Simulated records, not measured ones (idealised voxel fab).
process module | voxel wiring stack
cross-section cut | 270 nm wide | cells 5 nm
A cross-section is a grid of square cells, given in bands from the top down. A band is one or more rows of cells.
Each band's line starts with the height of the band's top and of its bottom, in nm. Then come its materials from left to right, each with its width in nm. One material with "throughout" fills the band from edge to edge. "air" is empty space.
Height 0 is the level under which the wafer as received is all one material. The lowest band goes on downwards, as in "0 down".
A width such as "30 to 40" changes by the same amount from each row of cells to the next, from the band's top row to its bottom row.
"no change" after a step means that no cell of the cross-section changed.
closed voids: empty space of 8 cells or more with no open way to the top, each as width x height at its distance from the left edge, in nm
after a step's settings: what the simulator itself notes on the step
overlay nm, on a step with a mask: how far to the right of its planned place the mask lay; to the left if negative
plan
1 op RECEIVE | material Si
2 op CONFORMAL_DEP | material SiO2 | thk nm 10
3 op DIRECTIONAL_DEP | material TiN | thk nm 5
4 op DIRECTIONAL_DEP | material Ru | thk nm 25
5 op DIRECTIONAL_DEP | material aC | thk nm 10
6 op PATTERN | tone cover | mask id METAL_1 | material resist | width nm 20 | pitch nm 45 | thk nm 25 | overlay nm 0
7 op DIRECTIONAL_ETCH | etch materials aC | depth nm 10
8 op STRIP | etch materials resist
9 op DIRECTIONAL_ETCH | etch materials Ru | depth nm 25
10 op DIRECTIONAL_ETCH | etch materials TiN | depth nm 5
11 op STRIP | etch materials aC
12 op CONFORMAL_DEP | material SiCN | thk nm 5
13 op FILL_DEP | material SiO2 | thk nm 10
14 op CMP | height nm 40
15 op CONFORMAL_DEP | material SiCN | thk nm 5
16 op DIRECTIONAL_DEP | material lowk | thk nm 10
17 op PATTERN | tone open | mask id PLUG_1 | material resist | width nm 15 | pitch nm 90 | thk nm 20 | overlay nm 0
18 op DIRECTIONAL_ETCH | etch materials lowk | depth nm 10
19 op DIRECTIONAL_ETCH | etch materials SiCN | depth nm 5
20 op STRIP | etch materials resist
21 op CONFORMAL_DEP | material TiN | thk nm 5
22 op FILL_DEP | material Ru | thk nm 10
23 op CMP | height nm 55
24 op CONFORMAL_DEP | material SiCN | thk nm 5
25 op DIRECTIONAL_DEP | material lowk | thk nm 20
26 op PATTERN | tone open | mask id METAL_2 | material resist | width nm 20 | pitch nm 45 | thk nm 15 | overlay nm -15
27 op DIRECTIONAL_ETCH | etch materials lowk | depth nm 20
28 op DIRECTIONAL_ETCH | etch materials SiCN | depth nm 5
29 op STRIP | etch materials resist
30 op CONFORMAL_DEP | material TiN | thk nm 5
31 op FILL_DEP | material W | thk nm 10
32 op CMP | height nm 80
33 op CONFORMAL_DEP | material SiCN | thk nm 5
34 op DIRECTIONAL_DEP | material lowk | thk nm 30
35 op DIRECTIONAL_DEP | material aC | thk nm 10
36 op PATTERN | tone open | mask id METAL_3 | material resist | width nm 20 | pitch nm 45 | thk nm 30 | overlay nm 0
37 op DIRECTIONAL_ETCH | etch materials aC | depth nm 10
38 op STRIP | etch materials resist
39 op DIRECTIONAL_ETCH | etch materials lowk | depth nm 20
40 op STRIP | etch materials aC
41 op DIRECTIONAL_DEP | material aC | thk nm 10
42 op PATTERN | tone open | mask id METAL_3_HOLES | material resist | width nm 15 | pitch nm 90 | thk nm 30 | overlay nm 0
43 op DIRECTIONAL_ETCH | etch materials aC | depth nm 10
44 op STRIP | etch materials resist
45 op DIRECTIONAL_ETCH | etch materials lowk | depth nm 10
46 op DIRECTIONAL_ETCH | etch materials SiCN | depth nm 5
47 op STRIP | etch materials aC
48 op CONFORMAL_DEP | material TiN | thk nm 5
49 op FILL_DEP | material Ru | thk nm 10
50 op CMP | height nm 115
51 op CONFORMAL_DEP | material SiCN | thk nm 5
52 op DIRECTIONAL_DEP | material SiO2 | thk nm 10
53 op DIRECTIONAL_DEP | material aC | thk nm 15
54 op PATTERN | tone open | mask id PLUG_3 | material resist | width nm 15 | pitch nm 45 | thk nm 35 | overlay nm 0
55 op DIRECTIONAL_ETCH | etch materials aC | depth nm 15
56 op STRIP | etch materials resist
57 op DIRECTIONAL_ETCH | etch materials SiO2 | depth nm 10
58 op DIRECTIONAL_ETCH | etch materials SiCN | depth nm 5
59 op STRIP | etch materials aC
60 op EPI | material Ru | thk nm 10
61 op EPI | material Ru | thk nm 5
62 op CONFORMAL_DEP | material SiCN | thk nm 5
63 op DIRECTIONAL_DEP | material SiO2 | thk nm 20
64 op PATTERN | tone open | mask id METAL_4 | material resist | width nm 20 | pitch nm 45 | thk nm 20 | overlay nm 0
65 op DIRECTIONAL_ETCH | etch materials SiO2 | depth nm 20
66 op DIRECTIONAL_ETCH | etch materials SiCN | depth nm 5
67 op STRIP | etch materials resist
68 op CONFORMAL_DEP | material TiN | thk nm 5
69 op FILL_DEP | material W | thk nm 5
70 op CMP | height nm 155
71 op CONFORMAL_DEP | material SiCN | thk nm 5
varied across the wafers: overlay nm of step 26. The plan shows the first wafer's value. All wafers start alike
first wafer as received, after step 1
  0 down: Si throughout
  closed voids: none
first wafer at the end, after step 71
  160 to 155: SiCN throughout
  155 to 135: SiO2 55 | TiN 5 | W 10 | TiN 5 | SiO2 25 | TiN 5 | W 10 | TiN 5 | SiO2 25 | TiN 5 | W 10 | TiN 5 | SiO2 25 | TiN 5 | W 10 | TiN 5 | SiO2 60
  135 to 130: SiCN 55 | TiN 20 | SiCN 25 | TiN 20 | SiCN 25 | TiN 20 | SiCN 25 | TiN 20 | SiCN 60
  130 to 120: SiO2 55 | Ru 15 | SiO2 30 | Ru 15 | SiO2 30 | Ru 15 | SiO2 30 | Ru 15 | SiO2 65
  120 to 115: SiCN 55 | Ru 15 | SiCN 30 | Ru 15 | SiCN 30 | Ru 15 | SiCN 30 | Ru 15 | SiCN 65
  115 to 100: lowk 55 | TiN 5 | Ru 10 | TiN 5 | lowk 25 | TiN 5 | Ru 10 | TiN 5 | lowk 25 | TiN 5 | Ru 10 | TiN 5 | lowk 25 | TiN 5 | Ru 10 | TiN 5 | lowk 60
  100 to 95: lowk 55 | TiN 5 | Ru 5 | TiN 10 | lowk 25 | TiN 20 | lowk 25 | TiN 5 | Ru 5 | TiN 10 | lowk 25 | TiN 20 | lowk 60
  95 to 85: lowk 55 | TiN 5 | Ru 5 | TiN 5 | lowk 75 | TiN 5 | Ru 5 | TiN 5 | lowk 110
  85 to 80: SiCN 55 | TiN 15 | SiCN 75 | TiN 15 | SiCN 110
  80 to 60: lowk 40 | TiN 5 | W 10 | TiN 5 | lowk 25 | TiN 5 | W 10 | TiN 5 | lowk 25 | TiN 5 | W 10 | TiN 5 | lowk 25 | TiN 5 | W 10 | TiN 5 | lowk 75
  60 to 55: SiCN 40 | TiN 20 | SiCN 25 | TiN 20 | SiCN 25 | TiN 20 | SiCN 25 | TiN 20 | SiCN 75
  55 to 45: lowk 55 | TiN 5 | Ru 5 | TiN 5 | lowk 75 | TiN 5 | Ru 5 | TiN 5 | lowk 110
  45 to 40: SiCN 55 | TiN 15 | SiCN 75 | TiN 15 | SiCN 110
  40 to 15: SiO2 50 | SiCN 5 | Ru 20 | SiCN 5 | SiO2 15 | SiCN 5 | Ru 20 | SiCN 5 | SiO2 15 | SiCN 5 | Ru 20 | SiCN 5 | SiO2 15 | SiCN 5 | Ru 20 | SiCN 5 | SiO2 55
  15 to 10: SiCN 55 | TiN 20 | SiCN 25 | TiN 20 | SiCN 25 | TiN 20 | SiCN 25 | TiN 20 | SiCN 60
  10 to 0: SiO2 throughout
  0 down: Si throughout
  closed voids: none
last wafer at the end
  160 to 155: SiCN throughout
  155 to 135: SiO2 55 | TiN 5 | W 10 | TiN 5 | SiO2 25 | TiN 5 | W 10 | TiN 5 | SiO2 25 | TiN 5 | W 10 | TiN 5 | SiO2 25 | TiN 5 | W 10 | TiN 5 | SiO2 60
  135 to 130: SiCN 55 | TiN 20 | SiCN 25 | TiN 20 | SiCN 25 | TiN 20 | SiCN 25 | TiN 20 | SiCN 60
  130 to 120: SiO2 55 | Ru 15 | SiO2 30 | Ru 15 | SiO2 30 | Ru 15 | SiO2 30 | Ru 15 | SiO2 65
  120 to 115: SiCN 55 | Ru 15 | SiCN 30 | Ru 15 | SiCN 30 | Ru 15 | SiCN 30 | Ru 15 | SiCN 65
  115 to 100: lowk 55 | TiN 5 | Ru 10 | TiN 5 | lowk 25 | TiN 5 | Ru 10 | TiN 5 | lowk 25 | TiN 5 | Ru 10 | TiN 5 | lowk 25 | TiN 5 | Ru 10 | TiN 5 | lowk 60
  100 to 95: lowk 55 | TiN 5 | Ru 5 | TiN 10 | lowk 25 | TiN 20 | lowk 25 | TiN 5 | Ru 5 | TiN 10 | lowk 25 | TiN 20 | lowk 60
  95 to 85: lowk 55 | TiN 5 | Ru 5 | TiN 5 | lowk 75 | TiN 5 | Ru 5 | TiN 5 | lowk 110
  85 to 80: SiCN 55 | TiN 15 | SiCN 75 | TiN 15 | SiCN 110
  80 to 60: lowk 70 | TiN 5 | W 10 | TiN 5 | lowk 25 | TiN 5 | W 10 | TiN 5 | lowk 25 | TiN 5 | W 10 | TiN 5 | lowk 25 | TiN 5 | W 10 | TiN 5 | lowk 45
  60 to 55: SiCN 70 | TiN 20 | SiCN 25 | TiN 20 | SiCN 25 | TiN 20 | SiCN 25 | TiN 20 | SiCN 45
  55 to 45: lowk 55 | TiN 5 | Ru 5 | TiN 5 | lowk 75 | TiN 5 | Ru 5 | TiN 5 | lowk 110
  45 to 40: SiCN 55 | TiN 15 | SiCN 75 | TiN 15 | SiCN 110
  40 to 15: SiO2 50 | SiCN 5 | Ru 20 | SiCN 5 | SiO2 15 | SiCN 5 | Ru 20 | SiCN 5 | SiO2 15 | SiCN 5 | Ru 20 | SiCN 5 | SiO2 15 | SiCN 5 | Ru 20 | SiCN 5 | SiO2 55
  15 to 10: SiCN 55 | TiN 20 | SiCN 25 | TiN 20 | SiCN 25 | TiN 20 | SiCN 25 | TiN 20 | SiCN 60
  10 to 0: SiO2 throughout
  0 down: Si throughout
  closed voids: none
each wafer at the end: cells of each material gained (+) or lost (-) since it was received, then its closed voids
overlay nm -15 | +150 Ru | +346 SiCN | +494 SiO2 | +178 TiN | +64 W | +496 lowk | closed voids: none
overlay nm -10 | +150 Ru | +346 SiCN | +494 SiO2 | +178 TiN | +64 W | +496 lowk | closed voids: none
overlay nm -5 | +150 Ru | +346 SiCN | +494 SiO2 | +178 TiN | +64 W | +496 lowk | closed voids: none
overlay nm 0 | +150 Ru | +346 SiCN | +494 SiO2 | +178 TiN | +64 W | +496 lowk | closed voids: none
overlay nm 5 | +150 Ru | +346 SiCN | +494 SiO2 | +178 TiN | +64 W | +496 lowk | closed voids: none
overlay nm 10 | +150 Ru | +346 SiCN | +494 SiO2 | +178 TiN | +64 W | +496 lowk | closed voids: none
overlay nm 15 | +150 Ru | +346 SiCN | +494 SiO2 | +178 TiN | +64 W | +496 lowk | closed voids: none
